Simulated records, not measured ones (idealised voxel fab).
Process module name: voxel local oxidation
Section shown: cut. Width: 205 nm. Cell size: 5 nm, square.
A cross-section in this document is a grid of square cells, and it is written down as bands, the top band listed before the ones below it; a band is made up of one or more rows of cells.
The band entry comprises the height of the band's top followed by the height of its bottom, expressed in nm, and subsequently the band's materials from left to right, each stated together with its width in nm. Where a single material is marked with the word "full width", that material fills the band from edge to edge. The word "empty" represents empty space.
Heights are measured from 0, the level below which the as-received wafer is all one material; the lowest band has no bottom and continues downward, written as in "0..down".
With a width like "30->40", each row of cells in the band differs from the next by the same amount, the top row carrying the first number and the bottom row the second.
It should be understood that the words "no change", when stated for a given step, signify that the cross-section underwent no change in any of its cells during that step.
Look at "Catalogued sealed voids" for the closed voids: empty spaces with no open path to the top, sized 8 cells or up. Each is width x height at distance, distance from the left edge, all nm.
Heads up: the bit after the settings on a step's line is the simulator's remark on that step.
A step's line can hold "overlay nm"; with a mask on that step, the setting says how far right of the planned place the mask lay, while a negative setting says it lay to the left.

### Planned process steps
step 1: RECEIVE: material Si
step 2: CONFORMAL_DEP: material SiO2, thk nm 5
step 3: CONFORMAL_DEP: material SiN, thk nm 10
step 4: DIRECTIONAL_DEP: material aC, thk nm 15
step 5: PATTERN: tone cover, mask id ACTIVE, material resist, width nm 105, thk nm 30, overlay nm -15
step 6: DIRECTIONAL_ETCH: etch materials aC, depth nm 15
step 7: STRIP: etch materials resist
step 8: DIRECTIONAL_ETCH: etch materials SiN, depth nm 10
step 9: STRIP: etch materials aC
step 10: SELECTIVE_ETCH: etch materials SiO2, depth nm 5
step 11: OXIDIZE: depth nm 15
step 12: STRIP: etch materials SiN
The value of overlay nm given for step 5 in the plan refers to the first wafer; the wafers vary in this setting and are alike at the start.

### Cross-section: the first of several wafers in its as-received state, i.e. following step 1
  0..down  Si full width
  Catalogued sealed voids: none

### Shown in cross-section: the first of several wafers at the end of the module, after its last step, step 12
  5..0  40 of empty / 95 of SiO2 / 70 of empty
  0..-15  55 of SiO2 / 65 of Si / 85 of SiO2
  -15..down  Si full width
  Catalogued sealed voids: none

### Of the several wafers, the last: cross-section at the end of the module
  5..0  70 of empty / 95 of SiO2 / 40 of empty
  0..-15  85 of SiO2 / 65 of Si / 55 of SiO2
  -15..down  Si full width
  Catalogued sealed voids: none

### Per wafer, end of module: cells gained (+) or lost (-) per material since receipt, then closed voids
overlay nm -15, -84 Si, +103 SiO2, Catalogued sealed voids: none
overlay nm -10, -84 Si, +103 SiO2, Catalogued sealed voids: none
overlay nm -5, -84 Si, +103 SiO2, Catalogued sealed voids: none
overlay nm 0, -84 Si, +103 SiO2, Catalogued sealed voids: none
overlay nm 5, -84 Si, +103 SiO2, Catalogued sealed voids: none
overlay nm 10, -84 Si, +103 SiO2, Catalogued sealed voids: none
overlay nm 15, -84 Si, +103 SiO2, Catalogued sealed voids: none
